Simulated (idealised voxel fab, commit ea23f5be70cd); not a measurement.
Process module name: voxel capacitor over wiring
The cross-section shown here is cut; it is 270 nm wide and divided into square cells measuring 5 nm on a side.
Just so we're on the same page, the cross-sections are grids of square cells, and they're listed out in bands top to bottom, each band one or more rows deep.
This entry defines a band. It first specifies the height of the band's top and the height of its bottom in nm, and then specifies the band's materials from left to right, stating each material with its width in nm. The word "full width" identifies a single material that fills the band from edge to edge, while the word "empty" identifies empty space.
For the purposes of this specification, 0 denotes the height below which the wafer in its as-received condition is composed wholly of one material, and the lowermost band, lacking a lower limit, extends downward without end, as expressed in "0 nm and below".
The width entry "30..40" should be interpreted row by row: the top row of cells in the band takes the first number, the bottom row takes the second number, and the change between adjacent rows is uniform throughout.
For the purposes of this document, the phrase "remained the same" attached to a step denotes that no cell within the cross-section was modified by that step.
Voids not open to the top, 8 cells minimum: see "Sealed voids". Written width x height at distance; distance is from the left edge; nm.
What comes after the settings on a step's line is commentary from the simulator itself on that step.
A step line may carry the setting "overlay nm", which, for steps involving a mask, states the distance by which the mask lay to the right of its intended position; negative values denote displacement to the left.
**Listed below are the process steps as planned**
1: RECEIVE, material Si
2: CONFORMAL_DEP, material SiO2, thk nm 10
3: CONFORMAL_DEP, material SiN, thk nm 5
4: DIRECTIONAL_DEP, material SiO2, thk nm 20
5: DIRECTIONAL_DEP, material aC, thk nm 10
6: PATTERN, tone open, mask id METAL_1, material resist, width nm 25, pitch nm 90, thk nm 25, overlay nm 0
7: DIRECTIONAL_ETCH, etch materials aC, depth nm 10
8: STRIP, etch materials resist
9: DIRECTIONAL_ETCH, etch materials SiO2, depth nm 20
10: DIRECTIONAL_ETCH, etch materials SiN, depth nm 5
11: STRIP, etch materials aC
12: CONFORMAL_DEP, material TiN, thk nm 5
13: FILL_DEP, material W, thk nm 10
14: CMP, height nm 35
15: CONFORMAL_DEP, material SiCN, thk nm 5
16: DIRECTIONAL_DEP, material lowk, thk nm 15
17: PATTERN, tone open, mask id PLUG_1, material resist, width nm 15, thk nm 15, overlay nm 0
18: DIRECTIONAL_ETCH, etch materials lowk, depth nm 15
19: DIRECTIONAL_ETCH, etch materials SiCN, depth nm 5
20: STRIP, etch materials resist
21: EPI, material Ru, thk nm 10
22: EPI, material Ru, thk nm 10
23: DIRECTIONAL_DEP, material TiN, thk nm 10
24: DIRECTIONAL_DEP, material HfO2, thk nm 5
25: DIRECTIONAL_DEP, material TiN, thk nm 5
26: PATTERN, tone cover, mask id UPPER_PLATE, material resist, width nm 70, thk nm 15, overlay nm 0
27: DIRECTIONAL_ETCH, etch materials TiN, depth nm 5
28: DIRECTIONAL_ETCH, etch materials HfO2, depth nm 5
29: STRIP, etch materials resist
30: MASKED_ETCH, tone cover, mask id LOWER_PLATE, width nm 80, etch materials TiN, depth nm 10, overlay nm 0
31: FILL_DEP, material SiO2, thk nm 20
32: CMP, height nm 90
33: MASKED_ETCH, tone open, mask id PLUG_2, width nm 15, etch materials SiO2, depth nm 15, overlay nm 0
34: CONFORMAL_DEP, material TiN, thk nm 5
35: FILL_DEP, material W, thk nm 5
36: CMP, height nm 90
37: CONFORMAL_DEP, material SiN, thk nm 5
**Delivered wafer in cross-section: state after step 1**
- 0 nm and below = Si full width
- Sealed voids: none
**Cross-section, end of module. Start: as above. Plan: as above. Execution: one mistake**
- 95 nm to 90 nm = SiN full width
- 90 nm to 85 nm = SiO2: 95; TiN: 60; SiO2: 115
- 85 nm to 80 nm = SiO2: 95; TiN: 5; HfO2: 55; SiO2: 115
- 80 nm to 75 nm = SiO2: 80; TiN: 5; SiO2: 10; TiN: 65; SiO2: 110
- 75 nm to 70 nm = SiO2: 80; TiN: 80; SiO2: 110
- 70 nm to 65 nm = lowk: 85; HfO2: 15; lowk: 170
- 65 nm to 55 nm = lowk: 85; TiN: 15; lowk: 170
- 55 nm to 40 nm = lowk full width
- 40 nm to 35 nm = SiCN full width
- 35 nm to 15 nm = SiO2: 75; TiN: 5; W: 15; TiN: 5; SiO2: 65; TiN: 5; W: 15; TiN: 5; SiO2: 80
- 15 nm to 10 nm = SiN: 75; TiN: 25; SiN: 65; TiN: 25; SiN: 80
- 10 nm to 0 nm = SiO2 full width
- 0 nm and below = Si full width
- Sealed voids: none
Where did the run depart from the plan? regarding the plan, step 16 was run twice
